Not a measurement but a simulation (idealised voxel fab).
Name of the process module below: voxel transistor to metal
Square cells of 5 nm make up the cross-section cut, whose width is 190 nm.
A cross-section is a grid of square cells, given in bands from the top down. A band is one or more rows of cells. This entry defines a band. It first specifies the height of the band's top and the height of its bottom in nm, and then specifies the band's materials from left to right, stating each material with its width in nm. The word "everywhere" identifies a single material that fills the band from edge to edge, while the word "empty" identifies empty space. The level at which height equals 0 is the one under which the wafer, as it arrives, is entirely one material. No lower edge exists for the bottom band, which continues downward and is notated as in "0..down". Graded width ("30..40"): value in top row of band = first number; value in bottom row = second number; row-to-row change constant. "everything unchanged" (step): cross-section cells unchanged, all of them. "Sealed void listing" means: voids of 8 cells or more that are shut off from the top with no open way through. Written width x height at distance, distance from the left edge, in nm. It should be noted that, on the line of a given step, the content following the step's settings is a remark produced by the simulator itself with respect to that step. Steps that use a mask can have "overlay nm" on their line. It says how far the mask sat to the right of where it was meant to be. Negative means to the left. Each pair of cross-sections that follows straddles one process step: the one shows the state before the step, the other the state after it, down to the lowest band that changed and no further. The step in question, and its settings, are given under the pair. Note that a pair is not necessarily a continuation of the pair above it, since pairs can come from different runs of this module on the same starting wafer; it is a continuation only where its entry headed "Pre-process cross-section" says so.

-- Pre-process cross-section
* 30..15 | SiO2 everywhere
* 15..0 | 65 SiO2, then 10 SiN, then 5 HfO2, then 5 TiN, then 15 W, then 5 TiN, then 5 HfO2, then 10 SiN, then 70 SiO2
* 0..-5 | 65 SiO2, then 10 SiN, then 5 HfO2, then 25 TiN, then 5 HfO2, then 10 SiN, then 70 SiO2
* -5..-10 | 30 SiO2, then 35 pSi, then 10 SiO2, then 35 HfO2, then 10 SiO2, then 35 pSi, then 35 SiO2
* -10..-35 | 35 SiO2, then 115 Si, then 40 SiO2
* -35..down | Si everywhere
* Sealed void listing: none

-- Post-Process Section
* 45..30 | 45 empty, then 15 resist, then 65 empty, then 15 resist, then 50 empty
* Everything under 30 stays put, no change at all.
* Sealed void listing: none
The structure goes from the before cross-section above to the after cross-section through PATTERN, tone cover, mask id CONTACT, material resist, width nm 15, pitch nm 80, thk nm 15, overlay nm 0

Pre-process cross-section: It is represented by the cross-section appearing after the step of the pair directly above.

-- Post-Process Section
* 45..30 | 45 empty, then 15 resist, then 65 empty, then 15 resist, then 50 empty
* 30..15 | 45 empty, then 15 SiO2, then 65 empty, then 15 SiO2, then 50 empty
* 15..0 | 45 empty, then 15 SiO2, then 5 empty, then 10 SiN, then 5 HfO2, then 5 TiN, then 15 W, then 5 TiN, then 5 HfO2, then 10 SiN, then 5 empty, then 15 SiO2, then 50 empty
* 0..-5 | 45 empty, then 15 SiO2, then 5 empty, then 10 SiN, then 5 HfO2, then 25 TiN, then 5 HfO2, then 10 SiN, then 5 empty, then 15 SiO2, then 50 empty
* Everything under -5 stays put, no change at all.
* Sealed void listing: none
The structure goes from the before cross-section above to the after cross-section through DIRECTIONAL_ETCH, etch materials SiO2, depth nm 35

Pre-process cross-section: It is represented by the cross-section appearing after the step of the pair directly above.

-- Post-Process Section
* 30..15 | 45 empty, then 15 SiO2, then 65 empty, then 15 SiO2, then 50 empty
* Everything under 15 stays put, no change at all.
* Sealed void listing: none
The structure goes from the before cross-section above to the after cross-section through STRIP, etch materials resist

Pre-process cross-section: It is represented by the cross-section appearing after the step of the pair directly above.

-- Post-Process Section
* 35..30 | 40 empty, then 25 TiN, then 55 empty, then 25 TiN, then 45 empty
* 30..20 | 40 empty, then 5 TiN, then 15 SiO2, then 5 TiN, then 55 empty, then 5 TiN, then 15 SiO2, then 5 TiN, then 45 empty
* 20..15 | 40 empty, then 5 TiN, then 15 SiO2, then 65 TiN, then 15 SiO2, then 5 TiN, then 45 empty
* 15..0 | 40 empty, then 5 TiN, then 15 SiO2, then 5 TiN, then 10 SiN, then 5 HfO2, then 5 TiN, then 15 W, then 5 TiN, then 5 HfO2, then 10 SiN, then 5 TiN, then 15 SiO2, then 5 TiN, then 45 empty
* 0..-5 | 45 TiN, then 15 SiO2, then 5 TiN, then 10 SiN, then 5 HfO2, then 25 TiN, then 5 HfO2, then 10 SiN, then 5 TiN, then 15 SiO2, then 50 TiN
* Everything under -5 stays put, no change at all.
* Sealed void listing: none
The structure goes from the before cross-section above to the after cross-section through CONFORMAL_DEP, material TiN, thk nm 5

Pre-process cross-section: It is represented by the cross-section appearing after the step of the pair directly above.

-- Post-Process Section
* 45..35 | Ru everywhere
* 35..30 | 40 Ru, then 25 TiN, then 55 Ru, then 25 TiN, then 45 Ru
* 30..20 | 40 Ru, then 5 TiN, then 15 SiO2, then 5 TiN, then 55 Ru, then 5 TiN, then 15 SiO2, then 5 TiN, then 45 Ru
* 20..15 | 40 Ru, then 5 TiN, then 15 SiO2, then 65 TiN, then 15 SiO2, then 5 TiN, then 45 Ru
* 15..0 | 40 Ru, then 5 TiN, then 15 SiO2, then 5 TiN, then 10 SiN, then 5 HfO2, then 5 TiN, then 15 W, then 5 TiN, then 5 HfO2, then 10 SiN, then 5 TiN, then 15 SiO2, then 5 TiN, then 45 Ru
* Everything under 0 stays put, no change at all.
* Sealed void listing: none
The structure goes from the before cross-section above to the after cross-section through FILL_DEP, material Ru, thk nm 10

Pre-process cross-section: It is represented by the cross-section appearing after the step of the pair directly above.

-- Post-Process Section
* 30..20 | 40 Ru, then 5 TiN, then 15 SiO2, then 5 TiN, then 55 Ru, then 5 TiN, then 15 SiO2, then 5 TiN, then 45 Ru
* Everything under 20 stays put, no change at all.
* Sealed void listing: none
The structure goes from the before cross-section above to the after cross-section through CMP, height nm 30

Pre-process cross-section: It is represented by the cross-section appearing after the step of the pair directly above.

-- Post-Process Section
* 35..30 | TiN everywhere
* Everything under 30 stays put, no change at all.
* Sealed void listing: none
The structure goes from the before cross-section above to the after cross-section through DIRECTIONAL_DEP, material TiN, thk nm 5

Pre-process cross-section: It is represented by the cross-section appearing after the step of the pair directly above.

-- Post-Process Section
* 50..35 | W everywhere
* Everything under 35 stays put, no change at all.
* Sealed void listing: none
The structure goes from the before cross-section above to the after cross-section through DIRECTIONAL_DEP, material W, thk nm 15

Pre-process cross-section: It is represented by the cross-section appearing after the step of the pair directly above.

-- Post-Process Section
* 50..35 | 45 empty, then 15 W, then 65 empty, then 15 W, then 50 empty
* Everything under 35 stays put, no change at all.
* Sealed void listing: none
The structure goes from the before cross-section above to the after cross-section through MASKED_ETCH, tone cover, mask id METAL_1, width nm 15, pitch nm 80, etch materials W, depth nm 15, overlay nm 0

Pre-process cross-section: It is represented by the cross-section appearing after the step of the pair directly above.

-- Post-Process Section
* 50..35 | 45 empty, then 15 W, then 65 empty, then 15 W, then 50 empty
* 35..30 | 45 empty, then 15 TiN, then 65 empty, then 15 TiN, then 50 empty
* Everything under 30 stays put, no change at all.
* Sealed void listing: none
The structure goes from the before cross-section above to the after cross-section through MASKED_ETCH, tone cover, mask id METAL_1, width nm 15, pitch nm 80, etch materials TiN, depth nm 5, overlay nm 0

Pre-process cross-section: It is represented by the cross-section appearing after the step of the pair directly above.

-- Post-Process Section
* 55..50 | 40 empty, then 25 SiCN, then 55 empty, then 25 SiCN, then 45 empty
* 50..35 | 40 empty, then 5 SiCN, then 15 W, then 5 SiCN, then 55 empty, then 5 SiCN, then 15 W, then 5 SiCN, then 45 empty
* 35..30 | 45 SiCN, then 15 TiN, then 65 SiCN, then 15 TiN, then 50 SiCN
* Everything under 30 stays put, no change at all.
* Sealed void listing: none
The structure goes from the before cross-section above to the after cross-section through CONFORMAL_DEP, material SiCN, thk nm 5

Pre-process cross-section: It is represented by the cross-section appearing after the step of the pair directly above.

-- Post-Process Section
* 60..55 | lowk everywhere
* 55..50 | 40 lowk, then 25 SiCN, then 55 lowk, then 25 SiCN, then 45 lowk
* 50..35 | 40 lowk, then 5 SiCN, then 15 W, then 5 SiCN, then 55 lowk, then 5 SiCN, then 15 W, then 5 SiCN, then 45 lowk
* Everything under 35 stays put, no change at all.
* Sealed void listing: none
The structure goes from the before cross-section above to the after cross-section through FILL_DEP, material lowk, thk nm 5

Pre-process cross-section: It is represented by the cross-section appearing after the step of the pair directly above.

-- Post-Process Section
* 50..35 | 40 lowk, then 5 SiCN, then 15 W, then 5 SiCN, then 55 lowk, then 5 SiCN, then 15 W, then 5 SiCN, then 45 lowk
* Everything under 35 stays put, no change at all.
* Sealed void listing: none
The structure goes from the before cross-section above to the after cross-section through CMP, height nm 50

Pre-process cross-section: It is represented by the cross-section appearing after the step of the pair directly above.

-- Post-Process Section
* 55..50 | SiCN everywhere
* Everything under 50 stays put, no change at all.
* Sealed void listing: none
The structure goes from the before cross-section above to the after cross-section through CONFORMAL_DEP, material SiCN, thk nm 5

Pre-process cross-section: It is represented by the cross-section appearing after the step of the pair directly above.

-- Post-Process Section
* 85..55 | SiO2 everywhere
* Everything under 55 stays put, no change at all.
* Sealed void listing: none
The structure goes from the before cross-section above to the after cross-section through DIRECTIONAL_DEP, material SiO2, thk nm 30

Pre-process cross-section: It is represented by the cross-section appearing after the step of the pair directly above.

-- Post-Process Section
* 100..85 | aC everywhere
* Everything under 85 stays put, no change at all.
* Sealed void listing: none
The structure goes from the before cross-section above to the after cross-section through DIRECTIONAL_DEP, material aC, thk nm 15

Pre-process cross-section: It is represented by the cross-section appearing after the step of the pair directly above.

-- Post-Process Section
* 130..100 | 45 resist, then 15 empty, then 65 resist, then 15 empty, then 50 resist
* Everything under 100 stays put, no change at all.
* Sealed void listing: none
The structure goes from the before cross-section above to the after cross-section through PATTERN, tone open, mask id METAL_2, material resist, width nm 15, pitch nm 80, thk nm 30, overlay nm 0

Pre-process cross-section: It is represented by the cross-section appearing after the step of the pair directly above.

-- Post-Process Section
* 115..100 | 45 resist, then 15 empty, then 65 resist, then 15 empty, then 50 resist
* 100..85 | 45 aC, then 15 empty, then 65 aC, then 15 empty, then 50 aC
* Everything under 85 stays put, no change at all.
* Sealed void listing: none
The structure goes from the before cross-section above to the after cross-section through DIRECTIONAL_ETCH, etch materials aC, depth nm 15

Pre-process cross-section: It is represented by the cross-section appearing after the step of the pair directly above.

-- Post-Process Section
* 100..85 | 45 aC, then 15 empty, then 65 aC, then 15 empty, then 50 aC
* Everything under 85 stays put, no change at all.
* Sealed void listing: none
The structure goes from the before cross-section above to the after cross-section through STRIP, etch materials resist

Pre-process cross-section: It is represented by the cross-section appearing after the step of the pair directly above.

-- Post-Process Section
* 100..85 | 45 aC, then 15 empty, then 65 aC, then 15 empty, then 50 aC
* 85..70 | 45 SiO2, then 15 empty, then 65 SiO2, then 15 empty, then 50 SiO2
* Everything under 70 stays put, no change at all.
* Sealed void listing: none
The structure goes from the before cross-section above to the after cross-section through DIRECTIONAL_ETCH, etch materials SiO2, depth nm 15

Pre-process cross-section: It is represented by the cross-section appearing after the step of the pair directly above.

-- Post-Process Section
* 85..70 | 45 SiO2, then 15 empty, then 65 SiO2, then 15 empty, then 50 SiO2
* Everything under 70 stays put, no change at all.
* Sealed void listing: none
The structure goes from the before cross-section above to the after cross-section through STRIP, etch materials aC

Pre-process cross-section: It is represented by the cross-section appearing after the step of the pair directly above.

-- Post-Process Section
* 100..85 | 45 resist, then 15 empty, then 65 resist, then 15 empty, then 50 resist
* Everything under 85 stays put, no change at all.
* Sealed void listing: none
The structure goes from the before cross-section above to the after cross-section through PATTERN, tone open, mask id METAL_2_HOLES, material resist, width nm 15, pitch nm 80, thk nm 15, overlay nm 0

Pre-process cross-section: It is represented by the cross-section appearing after the step of the pair directly above.

-- Post-Process Section
* 100..85 | 45 resist, then 15 empty, then 65 resist, then 15 empty, then 50 resist
* 85..55 | 45 SiO2, then 15 empty, then 65 SiO2, then 15 empty, then 50 SiO2
* Everything under 55 stays put, no change at all.
* Sealed void listing: none
The structure goes from the before cross-section above to the after cross-section through DIRECTIONAL_ETCH, etch materials SiO2, depth nm 15

Pre-process cross-section: It is represented by the cross-section appearing after the step of the pair directly above.

-- Post-Process Section
* 100..85 | 45 resist, then 15 empty, then 65 resist, then 15 empty, then 50 resist
* 85..55 | 45 SiO2, then 15 empty, then 65 SiO2, then 15 empty, then 50 SiO2
* 55..50 | 45 SiCN, then 15 empty, then 65 SiCN, then 15 empty, then 50 SiCN
* Everything under 50 stays put, no change at all.
* Sealed void listing: none
The structure goes from the before cross-section above to the after cross-section through DIRECTIONAL_ETCH, etch materials SiCN, depth nm 5

Pre-process cross-section: It is represented by the cross-section appearing after the step of the pair directly above.

-- Post-Process Section
* 85..55 | 45 SiO2, then 15 empty, then 65 SiO2, then 15 empty, then 50 SiO2
* Everything under 55 stays put, no change at all.
* Sealed void listing: none
The structure goes from the before cross-section above to the after cross-section through STRIP, etch materials resist

Pre-process cross-section: It is represented by the cross-section appearing after the step of the pair directly above.

-- Post-Process Section
* 90..85 | 50 TiN, then 5 empty, then 75 TiN, then 5 empty, then 55 TiN
* 85..55 | 45 SiO2, then 5 TiN, then 5 empty, then 5 TiN, then 65 SiO2, then 5 TiN, then 5 empty, then 5 TiN, then 50 SiO2
* 55..50 | 45 SiCN, then 15 TiN, then 65 SiCN, then 15 TiN, then 50 SiCN
* Everything under 50 stays put, no change at all.
* Sealed void listing: none
The structure goes from the before cross-section above to the after cross-section through CONFORMAL_DEP, material TiN, thk nm 5

Pre-process cross-section: It is represented by the cross-section appearing after the step of the pair directly above.

-- Post-Process Section
* 95..90 | Cu everywhere
* 90..85 | 50 TiN, then 5 Cu, then 75 TiN, then 5 Cu, then 55 TiN
* 85..55 | 45 SiO2, then 5 TiN, then 5 Cu, then 5 TiN, then 65 SiO2, then 5 TiN, then 5 Cu, then 5 TiN, then 50 SiO2
* Everything under 55 stays put, no change at all.
* Sealed void listing: none
The structure goes from the before cross-section above to the after cross-section through FILL_DEP, material Cu, thk nm 5

Pre-process cross-section: It is represented by the cross-section appearing after the step of the pair directly above.

-- Post-Process Section
* 85..55 | 45 SiO2, then 5 TiN, then 5 Cu, then 5 TiN, then 65 SiO2, then 5 TiN, then 5 Cu, then 5 TiN, then 50 SiO2
* Everything under 55 stays put, no change at all.
* Sealed void listing: none
The structure goes from the before cross-section above to the after cross-section through CMP, height nm 85

Pre-process cross-section: It is represented by the cross-section appearing after the step of the pair directly above.

-- Post-Process Section
* 90..85 | SiN everywhere
* Everything under 85 stays put, no change at all.
* Sealed void listing: none
The structure goes from the before cross-section above to the after cross-section through CONFORMAL_DEP, material SiN, thk nm 5
